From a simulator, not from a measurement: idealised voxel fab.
The following is a process module called voxel ribs on slabs.
For reference, the cross-section in this document is cut, with width 200 nm and square cells of 5 nm.
When this document writes out a cross-section, it uses a grid of square cells and lists it as bands, beginning at the top and moving down, with a band standing for one or more rows of cells. In this notation a band is specified by the heights of its top and bottom, in that order and in nm, after which its materials appear from left to right, each paired with its width in nm. The word "edge to edge" attached to a single material means that material fills the band from edge to edge; the word "empty" stands for empty space. For the purposes of this specification, 0 denotes the height below which the wafer in its as-received condition is composed wholly of one material, and the lowermost band, lacking a lower limit, extends downward without end, as expressed in "0 -> down". Note: "30 to 40" means the width goes from the first number (top row of the band) to the second number (bottom row) in equal steps per row of cells. "no change occurred" for a step: no cell of the cross-section changed in that step. "Trapped void list" lists enclosed empty spaces (at least 8 cells, no open path upward to the top), each as width x height at distance from the left edge, in nm. On a step's line, text after the settings is the simulator commenting on that step. For masked steps, "overlay nm" on the step line gives how far right of plan the mask actually lay; a minus sign means it lay to the left.

Process steps - plan
step 1: RECEIVE, material Si
step 2: DIRECTIONAL_DEP, material SiO2, thk nm 25
step 3: DIRECTIONAL_DEP, material SiN, thk nm 25
step 4: MASKED_ETCH, tone cover, mask id RIB, width nm 25, etch materials SiN, depth nm 20, overlay nm 0
step 5: DIRECTIONAL_DEP, material aC, thk nm 15
step 6: PATTERN, tone cover, mask id SLAB, material resist, width nm 55, thk nm 30, overlay nm 0
step 7: DIRECTIONAL_ETCH, etch materials aC, depth nm 15
step 8: STRIP, etch materials resist
step 9: DIRECTIONAL_ETCH, etch materials SiN, depth nm 5
step 10: STRIP, etch materials aC
step 11: FILL_DEP, material SiO2, thk nm 20
step 12: CMP, height nm 60
step 13: DIRECTIONAL_DEP, material W, thk nm 5
step 14: MASKED_ETCH, tone cover, mask id HEATER, width nm 35, etch materials W, depth nm 5, overlay nm 0
step 15: CONFORMAL_DEP, material SiN, thk nm 10

Cross-section: wafer on arrival = after step 1
- 0 -> down | Si edge to edge
- Trapped void list: none

Cross-sectional image of the first of two wafers at the end of the module, the run having proceeded as planned
- 75 -> 70 | empty: 70 | SiN: 55 | empty: 75
- 70 -> 65 | SiN edge to edge
- 65 -> 60 | SiN: 80 | W: 35 | SiN: 85
- 60 -> 50 | SiO2 edge to edge
- 50 -> 30 | SiO2: 85 | SiN: 25 | SiO2: 90
- 30 -> 25 | SiO2: 70 | SiN: 55 | SiO2: 75
- 25 -> 0 | SiO2 edge to edge
- 0 -> down | Si edge to edge
- Trapped void list: none

Cross-sectional image of the second wafer of the two following completion of the module. Starting state and process plan were the same as for the first wafer; one execution error occurred
- 75 -> 70 | empty: 70 | SiN: 55 | empty: 75
- 70 -> 65 | SiN edge to edge
- 65 -> 60 | SiN: 80 | W: 35 | SiN: 85
- 60 -> 50 | SiO2: 85 to 70 | SiN: 25 to 55 | SiO2: 90 to 75
- 50 -> 0 | SiO2 edge to edge
- 0 -> down | Si edge to edge
- Trapped void list: none
What was the processing mistake? step 2 of the plan saw execution twice
The second wafer ends with more or fewer cells of some materials than the first, per final count: -15 SiN; +15 SiO2
